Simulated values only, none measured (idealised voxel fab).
process module | voxel self aligned vias
220 nm wide, 5 nm square cells: that's cross-section cut.
How to read a cross-section here: the picture is a grid of square cells, written as bands going from the top down, and any band can span one or more rows of cells.
A band entry consists of two parts. The first gives the height of the band's top and the height of its bottom, in nm. The rest lists the band's materials from left to right, each with its width in nm. A single material labelled with the word "full width" fills the band from edge to edge, and the word "air" marks empty space.
It should be noted that heights are counted from 0, beneath which the wafer as supplied is of one material throughout, and that the lowest band possesses no lower boundary but continues downward, as written in "0..down".
The two numbers in a width such as "30->40" mark its ends across the band: the first belongs to the top row of cells, the second to the bottom row, and from each row to the next the width moves by the same amount.
Take "all unchanged" at face value: in the step it is given for, the cross-section changed in none of its cells.
"Tabulated closed voids": sealed empty spaces, 8 cells or more, no open way to top, listed width x height at distance, with distance from the left edge and width, height and distance in nm.
Whatever follows a step's settings on its line is a remark the simulator itself makes about that step.
You can add "overlay nm" to a step's line. For a step with a mask, it describes how far the mask lay to the right of its planned position, and a negative number describes a lay to the left.

Here's what the planned process steps look like:
1,RECEIVE: material Si
2,CONFORMAL_DEP: material SiO2, thk nm 10
3,CONFORMAL_DEP: material SiCN, thk nm 5
4,DIRECTIONAL_DEP: material lowk, thk nm 25
5,PATTERN: tone open, mask id LINES, material resist, width nm 20, pitch nm 55, thk nm 15, overlay nm 0
6,DIRECTIONAL_ETCH: etch materials lowk, depth nm 25
7,STRIP: etch materials resist
8,CONFORMAL_DEP: material TiN, thk nm 5
9,FILL_DEP: material Ru, thk nm 5
10,CMP: height nm 40
11,SELECTIVE_ETCH: etch materials W Ru TiN, depth nm 10
12,FILL_DEP: material SiN, thk nm 10
13,CMP: height nm 40
14,DIRECTIONAL_DEP: material lowk, thk nm 20
15,MASKED_ETCH: tone open, mask id VIAS, width nm 40, etch materials lowk, depth nm 20, overlay nm 0
16,MASKED_ETCH: tone open, mask id VIAS, width nm 40, etch materials SiN, depth nm 10, overlay nm 0
17,CONFORMAL_DEP: material TiN, thk nm 5
18,FILL_DEP: material W, thk nm 10
19,CMP: height nm 60
20,CONFORMAL_DEP: material SiCN, thk nm 5

Shown in cross-section is the wafer as received, that is, as it stands after step 1:
> 0..down | Si full width
> Tabulated closed voids: none

a wafer at the end: this start, this plan, one mistake:
> 65..60 | SiCN full width
> 60..40 | 60 lowk | 5 TiN | 30 W | 5 TiN | 120 lowk
> 40..35 | 60 lowk | 5 TiN | 30 W | 5 TiN | 25 lowk | 20 SiN | 75 lowk
> 35..30 | 60 lowk | 40 TiN | 25 lowk | 20 SiN | 75 lowk
> 30..20 | 60 lowk | 15 TiN | 10 Ru | 15 TiN | 25 lowk | 5 TiN | 10 Ru | 5 TiN | 75 lowk
> 20..15 | 70 lowk | 20 TiN | 35 lowk | 20 TiN | 75 lowk
> 15..10 | SiCN full width
> 10..0 | SiO2 full width
> 0..down | Si full width
> Tabulated closed voids: none
Where did the run depart from the plan? plan step 15 was twice executed
